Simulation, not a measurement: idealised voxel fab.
Process module under the name voxel trench capacitor
Square cell edge 5 nm, section width 240 nm, ID cut.
Throughout this document, each cross-section is represented as a grid of square cells and is presented as a sequence of bands enumerated from the top downward, where a band comprises one or more rows of cells.
Top, bottom (nm), then materials left to right with widths (nm); lone material tagged "full width" fills the whole band edge to edge; "blank" = empty space.
Height is counted from the level 0, under which the received wafer is composed throughout of one material. The lowest of the bands is not closed at the bottom but continues downward, in the notation "0..down".
You'd read "30..40" like this: the band's top row of cells is as wide as the first number, its bottom row is as wide as the second, and going down, every row changes width by the same amount as the row before did.
"all unchanged", as given for a step, is the statement that not any cell of the cross-section underwent a change during that step.
Entry "Completely sealed voids" = empty spaces >= 8 cells with no open way to the top; each as width x height at distance, distance from left edge, all nm.
Step line, after settings: the simulator's comment on this step.
overlay nm: on a step with a mask, how far right of its planned place the mask lay; negative means left.

[So here's the lineup of process steps we planned]
| 1 | RECEIVE (material Si) |
| 2 | CONFORMAL_DEP (material SiN; thk nm 10) |
| 3 | MASKED_ETCH (tone open; mask id TRENCH; width nm 30; pitch nm 60; etch materials SiN; depth nm 10; overlay nm 0) |
| 4 | MASKED_ETCH (tone open; mask id TRENCH; width nm 30; pitch nm 60; etch materials Si; depth nm 30; overlay nm 0) |
| 5 | CONFORMAL_DEP (material Al2O3; thk nm 5) |
| 6 | CONFORMAL_DEP (material TiN; thk nm 5) |
| 7 | FILL_DEP (material W; thk nm 10) |
| 8 | CMP (height nm 10) |

[Cross-section of the wafer as it came to us, i.e., already through step 1]
- 0..down: Si full width
- Completely sealed voids: none

[First of two wafers: cross-section at end of module, run per plan]
- 10..0: SiN 45 nm; Al2O3 5 nm; TiN 5 nm; W 10 nm; TiN 5 nm; Al2O3 5 nm; SiN 30 nm; Al2O3 5 nm; TiN 5 nm; W 10 nm; TiN 5 nm; Al2O3 5 nm; SiN 30 nm; Al2O3 5 nm; TiN 5 nm; W 10 nm; TiN 5 nm; Al2O3 5 nm; SiN 45 nm
- 0..-20: Si 45 nm; Al2O3 5 nm; TiN 5 nm; W 10 nm; TiN 5 nm; Al2O3 5 nm; Si 30 nm; Al2O3 5 nm; TiN 5 nm; W 10 nm; TiN 5 nm; Al2O3 5 nm; Si 30 nm; Al2O3 5 nm; TiN 5 nm; W 10 nm; TiN 5 nm; Al2O3 5 nm; Si 45 nm
- -20..-25: Si 45 nm; Al2O3 5 nm; TiN 20 nm; Al2O3 5 nm; Si 30 nm; Al2O3 5 nm; TiN 20 nm; Al2O3 5 nm; Si 30 nm; Al2O3 5 nm; TiN 20 nm; Al2O3 5 nm; Si 45 nm
- -25..-30: Si 45 nm; Al2O3 30 nm; Si 30 nm; Al2O3 30 nm; Si 30 nm; Al2O3 30 nm; Si 45 nm
- -30..down: Si full width
- Completely sealed voids: none

[So this is wafer number two of the two, cut at the end of the module - it started where the first did and had the same plan, we just got one thing wrong running it]
- 10..0: SiN 45 nm; Al2O3 5..10 nm; TiN 20..10 nm; Al2O3 5..10 nm; SiN 30 nm; Al2O3 5..10 nm; TiN 20..10 nm; Al2O3 5..10 nm; SiN 30 nm; Al2O3 5..10 nm; TiN 20..10 nm; Al2O3 5..10 nm; SiN 45 nm
- 0..-25: Si 50 nm; Al2O3 5 nm; TiN 10 nm; Al2O3 5 nm; Si 40 nm; Al2O3 5 nm; TiN 10 nm; Al2O3 5 nm; Si 40 nm; Al2O3 5 nm; TiN 10 nm; Al2O3 5 nm; Si 50 nm
- -25..-30: Si 50 nm; Al2O3 20 nm; Si 40 nm; Al2O3 20 nm; Si 40 nm; Al2O3 20 nm; Si 50 nm
- -30..down: Si full width
- Completely sealed voids: none
Error vs. plan: step 4 changed vs plan, executed as MASKED_ETCH (tone open; mask id TRENCH; width nm 20; pitch nm 60; etch materials Si; depth nm 30; overlay nm 0)
FYI, end of process, the second wafer has more or fewer cells of some materials than the first: Si +36, W -36
